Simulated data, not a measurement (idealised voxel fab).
The name of this process module is voxel gate over fins.
Each square cell in cross-section cut measures 5 nm, and the section as a whole is 170 nm wide.
How to read a cross-section here: the picture is a grid of square cells, written as bands going from the top down, and any band can span one or more rows of cells.
In this notation a band is specified by the heights of its top and bottom, in that order and in nm, after which its materials appear from left to right, each paired with its width in nm. The word "full width" attached to a single material means that material fills the band from edge to edge; the word "air" stands for empty space.
Ref level 0: as-received wafer is one material below here. Bottom band extends down with no lower bound ("0 -> down").
Width "30 to 40": first value at the band's top row of cells, second value at its bottom row, equal change from row to row.
"left unchanged" for a step: no cell of the cross-section changed in that step.
What "Closed void inventory" gives you is every empty space of 8 cells or more that is cut off from the top. Each appears as width x height at distance, with the distance taken from the left edge and width, height and distance all in nm.
If you see something after the settings on a step's line, that's the simulator's own remark about that step.
overlay nm: where the mask lay relative to plan, measured to the right, on steps with a mask; negatives go left.
Planned process steps
- 1: op RECEIVE | material Si
- 2: op CONFORMAL_DEP | material SiN | thk nm 5
- 3: op DIRECTIONAL_DEP | material aC | thk nm 10
- 4: op PATTERN | tone cover | mask id FINS | material resist | width nm 15 | pitch nm 55 | thk nm 30 | overlay nm 0
- 5: op DIRECTIONAL_ETCH | etch materials aC | depth nm 10
- 6: op STRIP | etch materials resist
- 7: op DIRECTIONAL_ETCH | etch materials SiN | depth nm 5
- 8: op DIRECTIONAL_ETCH | etch materials Si | depth nm 30
- 9: op STRIP | etch materials aC
- 10: op OXIDIZE | depth nm 5
- 11: op FILL_DEP | material SiO2 | thk nm 5
- 12: op CMP | height nm 5
- 13: op MASKED_ETCH | tone open | mask id RAIL | width nm 15 | etch materials SiO2 | depth nm 30 | overlay nm 0
- 14: op CONFORMAL_DEP | material TiN | thk nm 5
- 15: op FILL_DEP | material W | thk nm 5
- 16: op CMP | height nm 5
- 17: op SELECTIVE_ETCH | etch materials W Ru TiN | depth nm 25
- 18: op FILL_DEP | material SiO2 | thk nm 5
- 19: op CMP | height nm 5
- 20: op SELECTIVE_ETCH | etch materials SiO2 | depth nm 20
- 21: op STRIP | etch materials SiN
- 22: op CONFORMAL_DEP | material HfO2 | thk nm 5
- 23: op CONFORMAL_DEP | material TiN | thk nm 5
- 24: op FILL_DEP | material W | thk nm 15
- 25: op CMP | height nm 20
- 26: op CONFORMAL_DEP | material SiN | thk nm 10
Cross-section: wafer on arrival = after step 1
    0 -> down: Si full width
    Closed void inventory: none
first wafer at the end, as planned
    30 -> 20: SiN full width
    20 -> 10: W full width
    10 -> 5: W: 15, TiN: 25, W: 30, TiN: 25, W: 30, TiN: 25, W: 20
    5 -> 0: W: 15, TiN: 5, HfO2: 15, TiN: 5, W: 30, TiN: 5, HfO2: 15, TiN: 5, W: 30, TiN: 5, HfO2: 15, TiN: 5, W: 20
    0 -> -5: W: 15, TiN: 5, HfO2: 5, Si: 5, HfO2: 5, TiN: 5, W: 30, TiN: 5, HfO2: 5, Si: 5, HfO2: 5, TiN: 5, W: 30, TiN: 5, HfO2: 5, Si: 5, HfO2: 5, TiN: 5, W: 20
    -5 -> -10: TiN: 20, HfO2: 5, Si: 5, HfO2: 5, TiN: 40, HfO2: 5, Si: 5, HfO2: 5, TiN: 40, HfO2: 5, Si: 5, HfO2: 5, TiN: 25
    -10 -> -15: HfO2: 25, Si: 5, HfO2: 50, Si: 5, HfO2: 50, Si: 5, HfO2: 30
    -15 -> -20: SiO2: 25, Si: 5, SiO2: 50, Si: 5, SiO2: 50, Si: 5, SiO2: 30
    -20 -> -25: SiO2: 25, Si: 5, SiO2: 15, TiN: 15, SiO2: 20, Si: 5, SiO2: 50, Si: 5, SiO2: 30
    -25 -> -35: SiO2: 25, Si: 5, SiO2: 50, Si: 5, SiO2: 50, Si: 5, SiO2: 30
    -35 -> down: Si full width
    Closed void inventory: none
Cross-section at end of module for the second wafer of two, which matched the first in starting point and plan and differed by one mistake in its processing
    30 -> 20: SiN full width
    20 -> 10: W full width
    10 -> 5: W: 10, TiN: 35, W: 20, TiN: 35, W: 20, TiN: 35, W: 15
    5 -> 0: W: 10, TiN: 5, HfO2: 25, TiN: 5, W: 20, TiN: 5, HfO2: 25, TiN: 5, W: 20, TiN: 5, HfO2: 25, TiN: 5, W: 15
    0 -> -5: W: 10, TiN: 5, HfO2: 5, Si: 15, HfO2: 5, TiN: 5, W: 20, TiN: 5, HfO2: 5, Si: 15, HfO2: 5, TiN: 5, W: 20, TiN: 5, HfO2: 5, Si: 15, HfO2: 5, TiN: 5, W: 15
    -5 -> -10: TiN: 15, HfO2: 5, Si: 15, HfO2: 5, TiN: 30, HfO2: 5, Si: 15, HfO2: 5, TiN: 30, HfO2: 5, Si: 15, HfO2: 5, TiN: 20
    -10 -> -15: HfO2: 20, Si: 15, HfO2: 40, Si: 15, HfO2: 40, Si: 15, HfO2: 25
    -15 -> -20: SiO2: 20, Si: 15, SiO2: 40, Si: 15, SiO2: 40, Si: 15, SiO2: 25
    -20 -> -25: SiO2: 20, Si: 15, SiO2: 10, TiN: 15, SiO2: 15, Si: 15, SiO2: 40, Si: 15, SiO2: 25
    -25 -> -35: SiO2: 20, Si: 15, SiO2: 40, Si: 15, SiO2: 40, Si: 15, SiO2: 25
    -35 -> down: Si full width
    Closed void inventory: none
Diagnosis: rather than as planned, step 4 actually ran as op PATTERN | tone cover | mask id FINS | material resist | width nm 25 | pitch nm 55 | thk nm 30 | overlay nm 0
Upon completion, the second wafer contains, in terms of cells, a greater or smaller amount of certain materials than the first wafer: Si +42 | SiO2 -24 | W -18
